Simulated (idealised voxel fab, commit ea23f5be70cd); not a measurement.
Process module in this document: voxel ribs on slabs
Cross-section cut spans 205 nm and uses square cells 5 nm in size.
We lay out every cross-section as a grid of square cells and spell it out in bands from the top down, where one band means one or more rows of cells. Read a band's entry like this: the first values are the height of its top and the height of its bottom in nm, and what follows is the sequence of materials from left to right, each with its width in nm. Note that "blank" is empty space, and that a single material marked "everywhere" reaches across the band from edge to edge. A quick word on heights: they are counted from 0, and under that level the wafer as it came to us is one material throughout. The lowest band is different from the rest in having no bottom; it simply continues downward, written as in "0 -> down". A width given as "30 to 40" starts at the first number in the band's top row and ends at the second number in its bottom row, shifting by an equal amount at every step from row to row. Where a step carries "left unchanged", the cross-section came out of it unchanged, cell for cell. Enclosed voids (no open way to top), threshold 8 cells or more, entry "Enclosed void entries", notation width x height at distance, distance from left edge, nm. On each step's line, the part that comes after the settings is the simulator's own comment on the step. overlay nm: mask right of planned place by this much (step with mask). Neg. = left.
Process steps - plan
1 RECEIVE,material Si
2 DIRECTIONAL_DEP,material SiO2,thk nm 25
3 DIRECTIONAL_DEP,material SiN,thk nm 15
4 DIRECTIONAL_DEP,material aC,thk nm 10
5 PATTERN,tone cover,mask id RIB,material resist,width nm 20,thk nm 25,overlay nm 0
6 DIRECTIONAL_ETCH,etch materials aC,depth nm 10
7 STRIP,etch materials resist
8 DIRECTIONAL_ETCH,etch materials SiN,depth nm 5
9 STRIP,etch materials aC
10 MASKED_ETCH,tone cover,mask id SLAB,width nm 60,etch materials SiN,depth nm 10,overlay nm 0
11 FILL_DEP,material SiO2,thk nm 15
12 CMP,height nm 50
13 DIRECTIONAL_DEP,material W,thk nm 10
14 PATTERN,tone cover,mask id HEATER,material resist,width nm 30,thk nm 15,overlay nm 0
15 DIRECTIONAL_ETCH,etch materials W,depth nm 10
16 STRIP,etch materials resist
17 CONFORMAL_DEP,material SiN,thk nm 5
Cross-section of the wafer upon arrival, representing the state reached after step 1
    0 -> down  Si everywhere
    Enclosed void entries: none
This is how the wafer looks in cross-section once the module is done, given the starting state and plan above and one mistake in carrying the plan out
    65 -> 60  75 blank, 40 SiN, 90 blank
    60 -> 55  75 blank, 5 SiN, 30 W, 5 SiN, 90 blank
    55 -> 50  80 SiN, 30 W, 95 SiN
    50 -> 40  SiO2 everywhere
    40 -> 35  90 SiO2, 20 SiN, 95 SiO2
    35 -> 25  70 SiO2, 60 SiN, 75 SiO2
    25 -> 0  SiO2 everywhere
    0 -> down  Si everywhere
    Enclosed void entries: none
what went wrong: step 14 was run on a setting that differed from the plan, and what really ran there is PATTERN,tone cover,mask id HEATER,material resist,width nm 30,thk nm 15,overlay nm -5
